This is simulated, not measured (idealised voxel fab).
The document below concerns the process module designated voxel self aligned vias.
In the cross-section labelled cut, the width is 270 nm and each square cell is 5 nm.
A cross-section in this document is a grid of square cells, and it is written down as bands, the top band listed before the ones below it; a band is made up of one or more rows of cells.
What a band's entry tells you: where the top is and where the bottom is, as heights in nm, and after that what lies inside, material by material from left to right, each with its width in nm. Empty space is written as the word "empty", and a single material marked with the word "throughout" occupies the band from edge to edge.
Height 0 is the level under which the wafer as received is all one material. The lowest band goes on downwards, as in "0 down".
Per-row width for "30..40": begins at first number (top row of band), ends at second number (bottom row), increment between rows held constant.
It should be understood that the words "no change", when stated for a given step, signify that the cross-section underwent no change in any of its cells during that step.
So "Closed void entries" is basically the list of trapped voids: any empty space of 8 cells or more that can't reach the top through an opening. They're written width x height at distance, the distance being from the left edge, and it's all nm.
Text after the settings on a step's line: the simulator's own remark on that step.
overlay nm: mask right of planned place by this much (step with mask). Neg. = left.
Planned process steps
step 1: RECEIVE (material Si)
step 2: CONFORMAL_DEP (material SiO2; thk nm 15)
step 3: CONFORMAL_DEP (material SiCN; thk nm 5)
step 4: DIRECTIONAL_DEP (material SiO2; thk nm 20)
step 5: DIRECTIONAL_DEP (material aC; thk nm 10)
step 6: PATTERN (tone open; mask id LINES; material resist; width nm 30; pitch nm 70; thk nm 25; overlay nm 0)
step 7: DIRECTIONAL_ETCH (etch materials aC; depth nm 10)
step 8: STRIP (etch materials resist)
step 9: DIRECTIONAL_ETCH (etch materials SiO2; depth nm 20)
step 10: STRIP (etch materials aC)
step 11: CONFORMAL_DEP (material TiN; thk nm 5)
step 12: FILL_DEP (material Ru; thk nm 5)
step 13: CMP (height nm 40)
step 14: SELECTIVE_ETCH (etch materials W Ru TiN; depth nm 10)
step 15: FILL_DEP (material SiN; thk nm 10)
step 16: CMP (height nm 40)
step 17: DIRECTIONAL_DEP (material SiO2; thk nm 20)
step 18: PATTERN (tone open; mask id VIAS; material resist; width nm 50; thk nm 15; overlay nm 0)
step 19: DIRECTIONAL_ETCH (etch materials SiO2; depth nm 20)
step 20: DIRECTIONAL_ETCH (etch materials SiN; depth nm 10)
step 21: STRIP (etch materials resist)
step 22: CONFORMAL_DEP (material TiN; thk nm 5)
step 23: FILL_DEP (material W; thk nm 10)
step 24: CMP (height nm 60)
step 25: CONFORMAL_DEP (material SiCN; thk nm 5)
Wafer cross-section on receipt, i.e. after step 1
0 down  Si throughout
Closed void entries: none
First of two wafers, end-of-module section, run followed plan
65 to 60  SiCN throughout
60 to 45  SiO2=75, then TiN=5, then W=40, then TiN=5, then SiO2=145
45 to 40  SiO2=75, then TiN=15, then W=20, then TiN=15, then SiO2=145
40 to 35  SiO2=85, then TiN=5, then W=20, then TiN=5, then SiO2=40, then SiN=30, then SiO2=85
35 to 30  SiO2=85, then TiN=30, then SiO2=40, then SiN=30, then SiO2=85
30 to 25  SiO2=85, then TiN=5, then Ru=20, then TiN=5, then SiO2=40, then TiN=5, then Ru=20, then TiN=5, then SiO2=85
25 to 20  SiO2=85, then TiN=30, then SiO2=40, then TiN=30, then SiO2=85
20 to 15  SiCN throughout
15 to 0  SiO2 throughout
0 down  Si throughout
Closed void entries: none
Here's the second of our two wafers sectioned at module end. Same start as the first, same plan, but one mistake got made running it
65 to 60  SiCN throughout
60 to 40  SiO2=75, then TiN=5, then W=40, then TiN=5, then SiO2=145
40 to 35  SiN=75, then TiN=15, then W=20, then TiN=15, then SiN=145
35 to 30  SiO2=85, then TiN=30, then SiO2=40, then SiN=30, then SiO2=85
30 to 20  SiO2=85, then TiN=5, then Ru=20, then TiN=5, then SiO2=40, then TiN=5, then Ru=20, then TiN=5, then SiO2=85
20 to 15  SiO2=85, then TiN=30, then SiO2=40, then TiN=30, then SiO2=85
15 to 0  SiO2 throughout
0 down  Si throughout
Closed void entries: none
What broke from the plan during processing? step 3 of the plan was omitted and not executed
Heads up, by the end the second wafer has more or fewer cells of some materials compared to the first: Ru: 8 more | SiCN: 54 fewer | SiN: 38 more | TiN: 4 more | W: 4 more
